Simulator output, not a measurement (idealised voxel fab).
Module name: voxel capacitor over wiring (process module)
FYI the section here is cut, 255 nm wide, cells are 5 nm squares.
Each cross-section below is a grid of square cells, stated as bands in top-down order, with one or more rows of cells making up each band.
The entry gives the band's vertical extent as a top height and a bottom height in nm, then its horizontal make-up as materials from left to right, each with a width in nm. "air" stands for empty space; a single material marked "edge to edge" fills the band edge to edge.
Heights are reckoned from 0. Under this level, the received wafer is all of one material. The bottommost band is open-ended downward, for example "top 0, no bottom".
The two numbers in a width such as "30 to 40" mark its ends across the band: the first belongs to the top row of cells, the second to the bottom row, and from each row to the next the width moves by the same amount.
A step reported as "everything unchanged" is a step in which no cell of the cross-section changed.
Enclosed voids (no open way to top), threshold 8 cells or more, entry "Enclosed voids", notation width x height at distance, distance from left edge, nm.
Step line, after settings: the simulator's comment on this step.
The "overlay nm" setting may appear on a step's line; for a step that uses a mask, it gives how far to the right of its planned position the mask lay, and a negative value indicates the left.
### Steps in the process plan
1) RECEIVE with material Si
2) CONFORMAL_DEP with material SiO2, thk nm 10
3) CONFORMAL_DEP with material SiCN, thk nm 5
4) DIRECTIONAL_DEP with material SiO2, thk nm 20
5) PATTERN with tone open, mask id METAL_1, material resist, width nm 30, pitch nm 95, thk nm 20, overlay nm 0
6) DIRECTIONAL_ETCH with etch materials SiO2, depth nm 20
7) DIRECTIONAL_ETCH with etch materials SiCN, depth nm 5
8) STRIP with etch materials resist
9) CONFORMAL_DEP with material TiN, thk nm 5
10) FILL_DEP with material Ru, thk nm 5
11) CMP with height nm 35
12) CONFORMAL_DEP with material SiCN, thk nm 5
13) DIRECTIONAL_DEP with material SiO2, thk nm 15
14) PATTERN with tone open, mask id PLUG_1, material resist, width nm 15, thk nm 20, overlay nm 0
15) DIRECTIONAL_ETCH with etch materials SiO2, depth nm 15
16) DIRECTIONAL_ETCH with etch materials SiCN, depth nm 5
17) STRIP with etch materials resist
18) EPI with material Ru, thk nm 10
19) EPI with material Ru, thk nm 10
20) DIRECTIONAL_DEP with material TiN, thk nm 10
21) DIRECTIONAL_DEP with material HfO2, thk nm 5
22) DIRECTIONAL_DEP with material TiN, thk nm 10
23) MASKED_ETCH with tone cover, mask id UPPER_PLATE, width nm 70, etch materials TiN, depth nm 10, overlay nm 0
24) MASKED_ETCH with tone cover, mask id UPPER_PLATE, width nm 60, etch materials HfO2, depth nm 5, overlay nm 0
25) DIRECTIONAL_DEP with material aC, thk nm 15
26) PATTERN with tone cover, mask id LOWER_PLATE, material resist, width nm 80, thk nm 35, overlay nm 0
27) DIRECTIONAL_ETCH with etch materials aC, depth nm 15
28) STRIP with etch materials resist
29) DIRECTIONAL_ETCH with etch materials TiN, depth nm 10
30) STRIP with etch materials aC
31) FILL_DEP with material SiO2, thk nm 15
32) CMP with height nm 90
33) DIRECTIONAL_DEP with material aC, thk nm 15
34) PATTERN with tone open, mask id PLUG_2, material resist, width nm 15, thk nm 30, overlay nm 0
35) DIRECTIONAL_ETCH with etch materials aC, depth nm 15
36) STRIP with etch materials resist
37) DIRECTIONAL_ETCH with etch materials SiO2, depth nm 10
38) STRIP with etch materials aC
39) CONFORMAL_DEP with material TiN, thk nm 5
40) FILL_DEP with material W, thk nm 10
41) CMP with height nm 90
42) CONFORMAL_DEP with material SiN, thk nm 5
Wafers differ in width nm at step 24; plan lists the first wafer's value; identical starting state.
### Cross-section of the first of several received wafers, showing its state after step 1
top 0, no bottom = Si edge to edge
Enclosed voids: none
### What follows is a table in which each wafer occupies a row; for the wafer as it stands at the close of the module, the row states, material by material, how many cells have been gained (+) or lost (-) since receipt, and then gives its closed voids
width nm 60, +14 HfO2, +44 Ru, +87 SiCN, +51 SiN, +679 SiO2, +93 TiN, +1 W, Enclosed voids: none
width nm 65, +14 HfO2, +44 Ru, +87 SiCN, +51 SiN, +679 SiO2, +93 TiN, +1 W, Enclosed voids: none
width nm 70, +14 HfO2, +44 Ru, +87 SiCN, +51 SiN, +679 SiO2, +93 TiN, +1 W, Enclosed voids: none
width nm 75, +15 HfO2, +44 Ru, +87 SiCN, +51 SiN, +678 SiO2, +93 TiN, +1 W, Enclosed voids: none
width nm 80, +16 HfO2, +44 Ru, +87 SiCN, +51 SiN, +677 SiO2, +93 TiN, +1 W, Enclosed voids: none
width nm 85, +17 HfO2, +44 Ru, +87 SiCN, +51 SiN, +674 SiO2, +95 TiN, +1 W, Enclosed voids: none
